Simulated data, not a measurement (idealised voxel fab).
You're looking at the process module voxel transistor to metal.
Cross-section cut: width 150 nm, square cells of 5 nm.
Throughout this document, each cross-section is represented as a grid of square cells and is presented as a sequence of bands enumerated from the top downward, where a band comprises one or more rows of cells. Basically the band line says how high the top is and how high the bottom is, in nm, and then what's in it from left to right, every material with its width in nm. Empty space shows up as "empty", and if a single material carries "edge to edge" it runs the full band edge to edge. We count height from 0. Below that, the starting wafer is all one material. The lowest band never ends at the bottom but goes on down; see "0 nm and below" for how that is written. Read "30 to 40" as a graded width: first number on top, second number at the bottom, same change between each pair of neighbouring rows. Take "no alterations made" at face value: in the step it is given for, the cross-section changed in none of its cells. The label "Sealed-off cavities" introduces a list of the empty spaces, 8 cells or larger, that have no open way up to the top; each entry in it reads width x height at distance, where the distance is taken from the left edge and all three are stated in nm. On a step's line, text after the settings is the simulator commenting on that step. For masked steps, "overlay nm" on the step line gives how far right of plan the mask actually lay; a minus sign means it lay to the left.

# Process steps foreseen in the plan
1 RECEIVE, material Si
2 OXIDIZE, depth nm 5
3 CONFORMAL_DEP, material SiN, thk nm 15
4 MASKED_ETCH, tone cover, mask id ACTIVE, width nm 105, etch materials SiN, depth nm 15, overlay nm 0
5 MASKED_ETCH, tone cover, mask id ACTIVE, width nm 105, etch materials SiO2, depth nm 5, overlay nm 0
6 MASKED_ETCH, tone cover, mask id ACTIVE, width nm 105, etch materials Si, depth nm 35, overlay nm 0
7 OXIDIZE, depth nm 5
8 FILL_DEP, material SiO2, thk nm 5
9 CMP, height nm 15
10 SELECTIVE_ETCH, etch materials SiO2, depth nm 10
11 STRIP, etch materials SiN
12 SELECTIVE_ETCH, etch materials SiO2, depth nm 5
13 OXIDIZE, depth nm 5
14 DIRECTIONAL_DEP, material polySi, thk nm 20
15 DIRECTIONAL_DEP, material SiCN, thk nm 10
16 MASKED_ETCH, tone cover, mask id GATE, width nm 25, etch materials SiCN, depth nm 20, overlay nm 0
17 MASKED_ETCH, tone cover, mask id GATE, width nm 25, etch materials polySi, depth nm 30, overlay nm 0
18 CONFORMAL_DEP, material SiN, thk nm 10
19 DIRECTIONAL_ETCH, etch materials SiN, depth nm 10
20 DIRECTIONAL_ETCH, etch materials SiO2, depth nm 5
21 DIRECTIONAL_ETCH, etch materials Si, depth nm 15
22 EPI, material nSi, thk nm 15
23 FILL_DEP, material SiO2, thk nm 10
24 CMP, height nm 25
25 DIRECTIONAL_DEP, material SiO2, thk nm 15
26 PATTERN, tone open, mask id CONTACT, material resist, width nm 15, pitch nm 80, thk nm 15, overlay nm 0
27 DIRECTIONAL_ETCH, etch materials SiO2, depth nm 50
28 STRIP, etch materials resist
29 CONFORMAL_DEP, material TiN, thk nm 5
30 FILL_DEP, material W, thk nm 10
31 CMP, height nm 40
32 CONFORMAL_DEP, material SiN, thk nm 5
33 DIRECTIONAL_DEP, material lowk, thk nm 25
34 DIRECTIONAL_DEP, material aC, thk nm 10
35 PATTERN, tone open, mask id METAL_1, material resist, width nm 15, pitch nm 80, thk nm 25, overlay nm 0
36 DIRECTIONAL_ETCH, etch materials aC, depth nm 10
37 STRIP, etch materials resist
38 DIRECTIONAL_ETCH, etch materials lowk, depth nm 25
39 DIRECTIONAL_ETCH, etch materials SiN, depth nm 5
40 STRIP, etch materials aC
41 CONFORMAL_DEP, material TiN, thk nm 5
42 FILL_DEP, material Cu, thk nm 5
43 CMP, height nm 70
44 CONFORMAL_DEP, material SiN, thk nm 5

# Received-state cross-section, reflecting completion of step 1
    0 nm and below = Si edge to edge
    Sealed-off cavities: none

# Below is the wafer in cross-section after the module was completed. It began from the starting point shown above and followed the plan shown above, except that one mistake was made while running it
    75 nm to 70 nm = SiN edge to edge
    70 nm to 45 nm = lowk 25, TiN 5, Cu 5, TiN 5, lowk 65, TiN 5, Cu 5, TiN 5, lowk 30
    45 nm to 40 nm = SiN 25, TiN 15, SiN 65, TiN 15, SiN 30
    40 nm to 25 nm = SiO2 25, TiN 5, W 5, TiN 5, SiO2 65, TiN 5, W 5, TiN 5, SiO2 30
    25 nm to 15 nm = SiO2 25, TiN 5, W 5, TiN 5, SiO2 10, SiN 10, SiCN 30, SiN 10, SiO2 5, TiN 5, W 5, TiN 5, SiO2 30
    15 nm to 10 nm = SiO2 25, TiN 5, W 5, TiN 5, SiO2 10, SiN 10, polySi 30, SiN 10, SiO2 5, TiN 5, W 5, TiN 5, SiO2 30
    10 nm to 5 nm = SiO2 25, TiN 15, SiO2 10, SiN 10, polySi 30, SiN 10, SiO2 5, TiN 15, SiO2 30
    5 nm to 0 nm = SiO2 25, TiN 10, nSi 15, SiN 10, polySi 30, SiN 10, nSi 15, TiN 5, SiO2 30
    0 nm to -5 nm = SiO2 15, SiN 10, TiN 10, nSi 15, SiN 10, polySi 30, SiN 10, nSi 15, TiN 5, SiN 10, SiO2 20
    -5 nm to -10 nm = SiO2 25, TiN 10, nSi 15, SiO2 50, nSi 15, TiN 5, SiO2 30
    -10 nm to -25 nm = SiO2 25, nSi 25, Si 50, nSi 20, SiO2 30
    -25 nm to -45 nm = SiO2 25, Si 95, SiO2 30
    -45 nm and below = Si edge to edge
    Sealed-off cavities: none
So what did we get wrong on this run? not per plan at step 16, really ran MASKED_ETCH, tone cover, mask id GATE, width nm 30, etch materials SiCN, depth nm 20, overlay nm 0
